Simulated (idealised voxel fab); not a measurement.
Proc. module: voxel released beams
We display cut, a cross-section 170 nm in width whose square cells are each 5 nm.
If you're reading a cross-section in this doc, picture square cells in a grid; it comes to you as bands, top ones listed first down to the bottom, and a band can be one or more rows of cells.
The entry gives the band's vertical extent as a top height and a bottom height in nm, then its horizontal make-up as materials from left to right, each with a width in nm. "empty" stands for empty space; a single material marked "full width" fills the band edge to edge.
Heights are reckoned from 0. Under this level, the received wafer is all of one material. The bottommost band is open-ended downward, for example "0 down".
Per-row width for "30->40": begins at first number (top row of band), ends at second number (bottom row), increment between rows held constant.
You'll sometimes find "remained unchanged" written for a step, and that's the way of saying that nowhere in the cross-section did a cell change during that step.
"Trapped cavities" specifies each empty space that is not open to the top and that occupies no fewer than 8 cells, using the form width x height at distance, the distance measured from the left edge and all three quantities in nm.
Text after the settings on a step's line: the simulator's own remark on that step.
What "overlay nm" on a step's line means: if the step has a mask, that mask lay this far to the right of its planned place, or, when the value is negative, to the left.

### These are the steps we planned for the process
1. RECEIVE: material Si
2. CONFORMAL_DEP: material SiN, thk nm 5
3. DIRECTIONAL_DEP: material SiO2, thk nm 10
4. DIRECTIONAL_DEP: material aC, thk nm 10
5. PATTERN: tone open, mask id ANCHOR, material resist, width nm 25, thk nm 25, overlay nm 0
6. DIRECTIONAL_ETCH: etch materials aC, depth nm 10
7. STRIP: etch materials resist
8. DIRECTIONAL_ETCH: etch materials SiO2, depth nm 10
9. STRIP: etch materials aC
10. CONFORMAL_DEP: material TiN, thk nm 10
11. DIRECTIONAL_DEP: material aC, thk nm 15
12. PATTERN: tone cover, mask id BEAM, material resist, width nm 85, thk nm 35, overlay nm 0
13. DIRECTIONAL_ETCH: etch materials aC, depth nm 15
14. STRIP: etch materials resist
15. DIRECTIONAL_ETCH: etch materials TiN, depth nm 10
16. STRIP: etch materials aC
17. STRIP: etch materials SiO2

### Cross-section of the wafer as it came to us, i.e., already through step 1
- 0 down  Si full width
- Trapped cavities: none

### The first of the two wafers as seen in cross-section once the module was finished; processing followed the plan
- 25 to 15  40 of empty | 15 of TiN | 5 of empty | 65 of TiN | 45 of empty
- 15 to 5  45 of empty | 25 of TiN | 100 of empty
- 5 to 0  SiN full width
- 0 down  Si full width
- Trapped cavities: none

### Second of two wafers, module complete, sectioned: it shares the first wafer's start and plan but was run with one mistake
- 40 to 30  55 of SiN | 5 of empty | 110 of SiN
- 30 to 25  SiN full width
- 25 to 15  55 of TiN | 5 of SiN | 110 of TiN
- 15 to 5  45 of SiO2 | 25 of TiN | 100 of SiO2
- 5 to 0  SiN full width
- 0 down  Si full width
- Trapped cavities: none
What was done differently from what was planned? note that step 11 departed from the planned setting and was carried out as DIRECTIONAL_DEP: material SiN, thk nm 15
Materials where the second wafer ends with more or fewer cells than the first: SiN: 102 more, SiO2: 58 more, TiN: 34 more
